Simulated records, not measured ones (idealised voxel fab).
process module | voxel self aligned contacts
cross-section cut | 165 nm wide | cells 5 nm
A cross-section is a grid of square cells, given in bands from the top down. A band is one or more rows of cells.
Each band's line starts with the height of the band's top and of its bottom, in nm. Then come its materials from left to right, each with its width in nm. One material with "throughout" fills the band from edge to edge. "air" is empty space.
Height 0 is the level under which the wafer as received is all one material. The lowest band goes on downwards, as in "0 down".
A width such as "30 to 40" changes by the same amount from each row of cells to the next, from the band's top row to its bottom row.
"no change" after a step means that no cell of the cross-section changed.
closed voids: empty space of 8 cells or more with no open way to the top, each as width x height at its distance from the left edge, in nm
after a step's settings: what the simulator itself notes on the step
overlay nm, on a step with a mask: how far to the right of its planned place the mask lay; to the left if negative
plan
1 op RECEIVE | material Si
2 op OXIDIZE | depth nm 5
3 op DIRECTIONAL_DEP | material polySi | thk nm 30
4 op DIRECTIONAL_DEP | material SiN | thk nm 15
5 op PATTERN | tone cover | mask id GATE | material resist | width nm 30 | pitch nm 60 | thk nm 15 | overlay nm 0
6 op DIRECTIONAL_ETCH | etch materials SiN | depth nm 15
7 op DIRECTIONAL_ETCH | etch materials polySi | depth nm 30
8 op STRIP | etch materials resist
9 op CONFORMAL_DEP | material SiN | thk nm 5
10 op DIRECTIONAL_ETCH | etch materials SiN | depth nm 5
11 op FILL_DEP | material SiO2 | thk nm 20
12 op CMP | height nm 55
13 op PATTERN | tone open | mask id CONTACT | material resist | width nm 40 | thk nm 15 | overlay nm 0
14 op DIRECTIONAL_ETCH | etch materials SiO2 | depth nm 60
15 op STRIP | etch materials resist
16 op CONFORMAL_DEP | material TiN | thk nm 5
17 op FILL_DEP | material Ru | thk nm 10
18 op CMP | height nm 55
19 op CONFORMAL_DEP | material SiN | thk nm 5
as received, after step 1
  0 down: Si throughout
  closed voids: none
first wafer at the end, as planned
  60 to 55: SiN throughout
  55 to 45: SiO2 60 | TiN 5 to 15 | Ru 30 to 10 | TiN 5 to 15 | SiO2 65
  45 to 30: SiO2 30 | SiN 40 | TiN 5 | Ru 10 | TiN 5 | SiN 40 | SiO2 35
  30 to 0: SiO2 30 | SiN 5 | polySi 30 | SiN 5 | TiN 5 | Ru 10 | TiN 5 | SiN 5 | polySi 30 | SiN 5 | SiO2 35
  0 to -5: SiO2 70 | TiN 20 | SiO2 75
  -5 down: Si throughout
  closed voids: none
second wafer at the end: like start, like plan, one mistake
  60 to 55: SiN throughout
  55 to 45: SiO2 60 | TiN 5 to 15 | Ru 30 to 15 | TiN 5 to 10 | SiO2 65
  45 to 30: SiO2 35 | SiN 35 | TiN 5 | Ru 15 | TiN 5 | SiN 35 | SiO2 35
  30 to 0: SiO2 35 | SiN 5 | polySi 25 | SiN 5 | TiN 5 | Ru 15 | TiN 5 | SiN 5 | polySi 25 | SiN 5 | SiO2 35
  0 to -5: SiO2 70 | TiN 25 | SiO2 70
  -5 down: Si throughout
  closed voids: none
what went wrong: step 5 ran as: op PATTERN | tone cover | mask id GATE | material resist | width nm 25 | pitch nm 60 | thk nm 15 | overlay nm 0
at the end the second wafer has, in cells: 10 more of Ru | 6 fewer of SiN | 8 more of SiO2 | 12 fewer of polySi
